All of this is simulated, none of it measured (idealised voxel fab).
process module | voxel capacitor over wiring
cross-section cut | 160 nm wide | cells 5 nm
A cross-section is a grid of square cells, given in bands from the top down. A band is one or more rows of cells.
Each band's line starts with the height of the band's top and of its bottom, in nm. Then come its materials from left to right, each with its width in nm. One material with "throughout" fills the band from edge to edge. "air" is empty space.
Height 0 is the level under which the wafer as received is all one material. The lowest band goes on downwards, as in "0 down".
A width such as "30 to 40" changes by the same amount from each row of cells to the next, from the band's top row to its bottom row.
"no change" after a step means that no cell of the cross-section changed.
closed voids: empty space of 8 cells or more with no open way to the top, each as width x height at its distance from the left edge, in nm
after a step's settings: what the simulator itself notes on the step
overlay nm, on a step with a mask: how far to the right of its planned place the mask lay; to the left if negative
plan
1 op RECEIVE | material Si
2 op CONFORMAL_DEP | material SiO2 | thk nm 10
3 op DIRECTIONAL_DEP | material TiN | thk nm 5
4 op DIRECTIONAL_DEP | material Ru | thk nm 25
5 op DIRECTIONAL_DEP | material aC | thk nm 10
6 op PATTERN | tone cover | mask id METAL_1 | material resist | width nm 20 | pitch nm 85 | thk nm 30 | overlay nm 0
7 op DIRECTIONAL_ETCH | etch materials aC | depth nm 10
8 op STRIP | etch materials resist
9 op DIRECTIONAL_ETCH | etch materials Ru | depth nm 25
10 op DIRECTIONAL_ETCH | etch materials TiN | depth nm 5
11 op STRIP | etch materials aC
12 op FILL_DEP | material lowk | thk nm 10
13 op CMP | height nm 40
14 op CONFORMAL_DEP | material SiCN | thk nm 5
15 op DIRECTIONAL_DEP | material lowk | thk nm 15
16 op PATTERN | tone open | mask id PLUG_1 | material resist | width nm 15 | thk nm 15 | overlay nm 0
17 op DIRECTIONAL_ETCH | etch materials lowk | depth nm 15
18 op DIRECTIONAL_ETCH | etch materials SiCN | depth nm 5
19 op STRIP | etch materials resist
20 op EPI | material Ru | thk nm 10
21 op EPI | material Ru | thk nm 10
22 op DIRECTIONAL_DEP | material TiN | thk nm 5
23 op DIRECTIONAL_DEP | material HfO2 | thk nm 5
24 op DIRECTIONAL_DEP | material TiN | thk nm 10
25 op PATTERN | tone cover | mask id UPPER_PLATE | material resist | width nm 70 | thk nm 15 | overlay nm 0
26 op DIRECTIONAL_ETCH | etch materials TiN | depth nm 10
27 op DIRECTIONAL_ETCH | etch materials HfO2 | depth nm 5
28 op STRIP | etch materials resist
29 op DIRECTIONAL_DEP | material aC | thk nm 15
30 op PATTERN | tone cover | mask id LOWER_PLATE | material resist | width nm 80 | thk nm 35 | overlay nm 0
31 op DIRECTIONAL_ETCH | etch materials aC | depth nm 15
32 op STRIP | etch materials resist
33 op DIRECTIONAL_ETCH | etch materials TiN | depth nm 5
34 op STRIP | etch materials aC
35 op FILL_DEP | material SiO2 | thk nm 15
36 op CMP | height nm 90
37 op MASKED_ETCH | tone open | mask id PLUG_2 | width nm 15 | etch materials SiO2 | depth nm 10 | overlay nm 0
38 op CONFORMAL_DEP | material TiN | thk nm 5
39 op FILL_DEP | material Ru | thk nm 10
40 op CMP | height nm 90
41 op CONFORMAL_DEP | material SiCN | thk nm 5
varied across the wafers: width nm of step 16. The plan shows the first wafer's value. All wafers start alike
first wafer as received, after step 1
  0 down: Si throughout
  closed voids: none
first wafer at the end, after step 41
  95 to 90: SiCN throughout
  90 to 85: SiO2 40 | TiN 5 | Ru 5 | TiN 5 | SiO2 105
  85 to 80: SiO2 40 | TiN 15 | SiO2 105
  80 to 70: SiO2 30 | TiN 70 | SiO2 60
  70 to 65: SiO2 30 | HfO2 70 | SiO2 60
  65 to 60: SiO2 25 | TiN 80 | SiO2 55
  60 to 45: lowk 30 | Ru 15 | lowk 115
  45 to 40: SiCN 30 | Ru 15 | SiCN 115
  40 to 15: lowk 25 | Ru 20 | lowk 65 | Ru 20 | lowk 30
  15 to 10: lowk 25 | TiN 20 | lowk 65 | TiN 20 | lowk 30
  10 to 0: SiO2 throughout
  0 down: Si throughout
  closed voids: none
last wafer at the end
  95 to 90: SiCN throughout
  90 to 85: SiO2 40 | TiN 5 | Ru 5 | TiN 5 | SiO2 105
  85 to 80: SiO2 40 | TiN 15 | SiO2 105
  80 to 70: SiO2 30 | TiN 70 | SiO2 60
  70 to 65: SiO2 30 | HfO2 70 | SiO2 60
  65 to 60: SiO2 25 | TiN 80 | SiO2 55
  60 to 45: lowk 25 | Ru 30 | lowk 105
  45 to 40: SiCN 25 | Ru 30 | SiCN 105
  40 to 15: lowk 25 | Ru 20 | lowk 65 | Ru 20 | lowk 30
  15 to 10: lowk 25 | TiN 20 | lowk 65 | TiN 20 | lowk 30
  10 to 0: SiO2 throughout
  0 down: Si throughout
  closed voids: none
each wafer at the end: cells of each material gained (+) or lost (-) since it was received, then its closed voids
width nm 15 | +14 HfO2 | +53 Ru | +61 SiCN | +192 SiO2 | +57 TiN | +231 lowk | closed voids: none
width nm 20 | +14 HfO2 | +57 Ru | +60 SiCN | +192 SiO2 | +57 TiN | +228 lowk | closed voids: none
width nm 25 | +14 HfO2 | +61 Ru | +59 SiCN | +192 SiO2 | +57 TiN | +225 lowk | closed voids: none
width nm 30 | +14 HfO2 | +65 Ru | +58 SiCN | +192 SiO2 | +57 TiN | +222 lowk | closed voids: none
